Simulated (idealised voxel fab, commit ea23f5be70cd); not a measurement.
process module | voxel released beams
cross-section cut | 285 nm wide | cells 5 nm
A cross-section is a grid of square cells, given in bands from the top down. A band is one or more rows of cells.
Each band's line starts with the height of the band's top and of its bottom, in nm. Then come its materials from left to right, each with its width in nm. One material with "throughout" fills the band from edge to edge. "air" is empty space.
Height 0 is the level under which the wafer as received is all one material. The lowest band goes on downwards, as in "0 down".
A width such as "30 to 40" changes by the same amount from each row of cells to the next, from the band's top row to its bottom row.
"no change" after a step means that no cell of the cross-section changed.
closed voids: empty space of 8 cells or more with no open way to the top, each as width x height at its distance from the left edge, in nm
after a step's settings: what the simulator itself notes on the step
overlay nm, on a step with a mask: how far to the right of its planned place the mask lay; to the left if negative
plan
1 op RECEIVE | material Si
2 op CONFORMAL_DEP | material SiN | thk nm 5
3 op DIRECTIONAL_DEP | material SiO2 | thk nm 10
4 op PATTERN | tone open | mask id ANCHOR | material resist | width nm 35 | thk nm 15 | overlay nm 0
5 op DIRECTIONAL_ETCH | etch materials SiO2 | depth nm 10
6 op STRIP | etch materials resist
7 op CONFORMAL_DEP | material polySi | thk nm 15
8 op DIRECTIONAL_DEP | material aC | thk nm 10
9 op PATTERN | tone cover | mask id BEAM | material resist | width nm 115 | thk nm 25 | overlay nm 0
10 op DIRECTIONAL_ETCH | etch materials aC | depth nm 10
11 op STRIP | etch materials resist
12 op DIRECTIONAL_ETCH | etch materials polySi | depth nm 15
13 op STRIP | etch materials aC
14 op STRIP | etch materials SiO2
as received, after step 1
  0 down: Si throughout
  closed voids: none
first wafer at the end, as planned
  30 to 20: air 80 | polySi 20 | air 5 | polySi 90 | air 90
  20 to 15: air 80 | polySi 115 | air 90
  15 to 5: air 85 | polySi 35 | air 165
  5 to 0: SiN throughout
  0 down: Si throughout
  closed voids: none
second wafer at the end: like start, like plan, one mistake
  30 to 15: air 80 | polySi 115 | air 90
  15 to 10: SiN throughout
  10 to 0: SiO2 throughout
  0 down: Si throughout
  closed voids: none
what went wrong: steps 2 and 3 were swapped
at the end the second wafer has, in cells: 114 more of SiO2 | 12 fewer of polySi
